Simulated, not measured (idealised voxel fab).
A process module follows: voxel tone inversion.
Displayed cross-section: cut, width of 255 nm, square cells sized 5 nm.
Each cross-section below is a grid of square cells, stated as bands in top-down order, with one or more rows of cells making up each band. What a band's entry tells you: where the top is and where the bottom is, as heights in nm, and after that what lies inside, material by material from left to right, each with its width in nm. Empty space is written as the word "empty", and a single material marked with the word "all across" occupies the band from edge to edge. Basically, 0 is our baseline, since under it the wafer straight out of the box is all one material. The bottom band has no lower end and keeps on going down, so it looks like "z 0 and below". With a width like "30..40", each row of cells in the band differs from the next by the same amount, the top row carrying the first number and the bottom row the second. What does "remained the same" mean for a step? It means no cell of the cross-section changed in that step. Under "Voids, fully enclosed" you'll find the enclosed gaps, the ones with no way out to the top, that are 8 cells or bigger; each reads width x height at distance, with distance counted from the left edge, everything in nm. Anything after a step's settings on that line? It's the simulator's own note about the step. When a step includes a mask, the "overlay nm" setting on its line states how far to the right of its planned place that mask lay, and negative values state how far to the left.
### Listed below are the process steps as planned
1: RECEIVE: material Si
2: CONFORMAL_DEP: material SiCN, thk nm 5
3: DIRECTIONAL_DEP: material polySi, thk nm 15
4: PATTERN: tone cover, mask id POSTS, material resist, width nm 25, pitch nm 45, thk nm 20, overlay nm -15
5: DIRECTIONAL_ETCH: etch materials polySi, depth nm 15
6: STRIP: etch materials resist
7: FILL_DEP: material lowk, thk nm 5
8: CMP: height nm 20
9: STRIP: etch materials polySi
10: CONFORMAL_DEP: material TiN, thk nm 5
11: FILL_DEP: material Ru, thk nm 10
12: CMP: height nm 20
13: CONFORMAL_DEP: material SiCN, thk nm 5
The plan shows the overlay nm of step 4 as the first wafer had it; this setting differs between the wafers, which start out alike.
### Cross-section, first of several wafers, as delivered after step 1
- z 0 and below  Si all across
- Voids, fully enclosed: none
### Last step of the module is step 13; after it, the first of several wafers in cross-section
- z 25 to 20  SiCN all across
- z 20 to 10  75 of lowk, then 5 of TiN, then 15 of Ru, then 5 of TiN, then 20 of lowk, then 5 of TiN, then 15 of Ru, then 5 of TiN, then 110 of lowk
- z 10 to 5  75 of lowk, then 25 of TiN, then 20 of lowk, then 25 of TiN, then 110 of lowk
- z 5 to 0  SiCN all across
- z 0 and below  Si all across
- Voids, fully enclosed: none
### The final wafer, sectioned at module end
- z 25 to 20  SiCN all across
- z 20 to 10  105 of lowk, then 5 of TiN, then 15 of Ru, then 5 of TiN, then 20 of lowk, then 5 of TiN, then 15 of Ru, then 5 of TiN, then 80 of lowk
- z 10 to 5  105 of lowk, then 25 of TiN, then 20 of lowk, then 25 of TiN, then 80 of lowk
- z 5 to 0  SiCN all across
- z 0 and below  Si all across
- Voids, fully enclosed: none
### The rows of the table below are wafers. Looking at the end of the module, a row counts, for every material, the cells the wafer has gained, shown as (+), or lost, shown as (-), since it was received; its closed voids come next
overlay nm -15; +12 Ru; +102 SiCN; +18 TiN; +123 lowk; Voids, fully enclosed: none
overlay nm -10; +12 Ru; +102 SiCN; +18 TiN; +123 lowk; Voids, fully enclosed: none
overlay nm -5; +12 Ru; +102 SiCN; +18 TiN; +123 lowk; Voids, fully enclosed: none
overlay nm 0; +12 Ru; +102 SiCN; +18 TiN; +123 lowk; Voids, fully enclosed: none
overlay nm 5; +12 Ru; +102 SiCN; +18 TiN; +123 lowk; Voids, fully enclosed: none
overlay nm 10; +12 Ru; +102 SiCN; +18 TiN; +123 lowk; Voids, fully enclosed: none
overlay nm 15; +12 Ru; +102 SiCN; +18 TiN; +123 lowk; Voids, fully enclosed: none
